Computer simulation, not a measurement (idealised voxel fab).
process module | voxel capacitor over wiring
cross-section cut | 155 nm wide | cells 5 nm
A cross-section is a grid of square cells, given in bands from the top down. A band is one or more rows of cells.
Each band's line starts with the height of the band's top and of its bottom, in nm. Then come its materials from left to right, each with its width in nm. One material with "throughout" fills the band from edge to edge. "air" is empty space.
Height 0 is the level under which the wafer as received is all one material. The lowest band goes on downwards, as in "0 down".
A width such as "30 to 40" changes by the same amount from each row of cells to the next, from the band's top row to its bottom row.
"no change" after a step means that no cell of the cross-section changed.
closed voids: empty space of 8 cells or more with no open way to the top, each as width x height at its distance from the left edge, in nm
after a step's settings: what the simulator itself notes on the step
overlay nm, on a step with a mask: how far to the right of its planned place the mask lay; to the left if negative
plan
1 op RECEIVE | material Si
2 op CONFORMAL_DEP | material SiO2 | thk nm 10
3 op CONFORMAL_DEP | material SiN | thk nm 5
4 op DIRECTIONAL_DEP | material SiO2 | thk nm 25
5 op DIRECTIONAL_DEP | material aC | thk nm 15
6 op PATTERN | tone open | mask id METAL_1 | material resist | width nm 20 | pitch nm 85 | thk nm 30 | overlay nm 0
7 op DIRECTIONAL_ETCH | etch materials aC | depth nm 15
8 op STRIP | etch materials resist
9 op DIRECTIONAL_ETCH | etch materials SiO2 | depth nm 25
10 op DIRECTIONAL_ETCH | etch materials SiN | depth nm 5
11 op STRIP | etch materials aC
12 op CONFORMAL_DEP | material TiN | thk nm 5
13 op FILL_DEP | material Cu | thk nm 5
14 op CMP | height nm 40
15 op CONFORMAL_DEP | material SiCN | thk nm 5
16 op DIRECTIONAL_DEP | material SiO2 | thk nm 15
17 op DIRECTIONAL_DEP | material aC | thk nm 15
18 op PATTERN | tone open | mask id PLUG_1 | material resist | width nm 15 | thk nm 30 | overlay nm 0
19 op DIRECTIONAL_ETCH | etch materials aC | depth nm 15
20 op STRIP | etch materials resist
21 op DIRECTIONAL_ETCH | etch materials SiO2 | depth nm 15
22 op DIRECTIONAL_ETCH | etch materials SiCN | depth nm 5
23 op STRIP | etch materials aC
24 op EPI | material Ru | thk nm 10
25 op EPI | material Ru | thk nm 10
26 op DIRECTIONAL_DEP | material TiN | thk nm 10
27 op DIRECTIONAL_DEP | material SiN | thk nm 5
28 op DIRECTIONAL_DEP | material TiN | thk nm 5
29 op PATTERN | tone cover | mask id UPPER_PLATE | material resist | width nm 70 | thk nm 15 | overlay nm 0
30 op DIRECTIONAL_ETCH | etch materials TiN | depth nm 5
31 op DIRECTIONAL_ETCH | etch materials SiN | depth nm 5
32 op STRIP | etch materials resist
33 op MASKED_ETCH | tone cover | mask id LOWER_PLATE | width nm 80 | etch materials TiN | depth nm 10 | overlay nm 0
34 op FILL_DEP | material SiO2 | thk nm 15
35 op CMP | height nm 90
36 op MASKED_ETCH | tone open | mask id PLUG_2 | width nm 15 | etch materials SiO2 | depth nm 10 | overlay nm 0
37 op CONFORMAL_DEP | material TiN | thk nm 5
38 op FILL_DEP | material Ru | thk nm 10
39 op CMP | height nm 90
40 op CONFORMAL_DEP | material SiCN | thk nm 5
as received, after step 1
  0 down: Si throughout
  closed voids: none
a wafer at the end: this start, this plan, one mistake
  95 to 90: SiCN throughout
  90 to 85: SiO2 40 | TiN 5 | Ru 5 | TiN 5 | SiO2 100
  85 to 75: SiO2 40 to 30 | TiN 15 to 70 | SiO2 100 to 55
  75 to 70: SiO2 30 | SiN 70 | SiO2 55
  70 to 60: SiO2 25 | TiN 80 | SiO2 50
  60 to 45: SiO2 30 | Ru 15 | SiO2 110
  45 to 40: SiCN 30 | Ru 15 | SiCN 110
  40 to 20: SiO2 25 | TiN 5 | Cu 10 | TiN 5 | SiO2 65 | TiN 5 | Cu 10 | TiN 5 | SiO2 25
  20 to 15: SiO2 25 | TiN 20 | SiO2 65 | TiN 20 | SiO2 25
  15 to 5: SiO2 throughout
  5 to 0: SiN throughout
  0 down: Si throughout
  closed voids: none
what went wrong: steps 2 and 3 were swapped
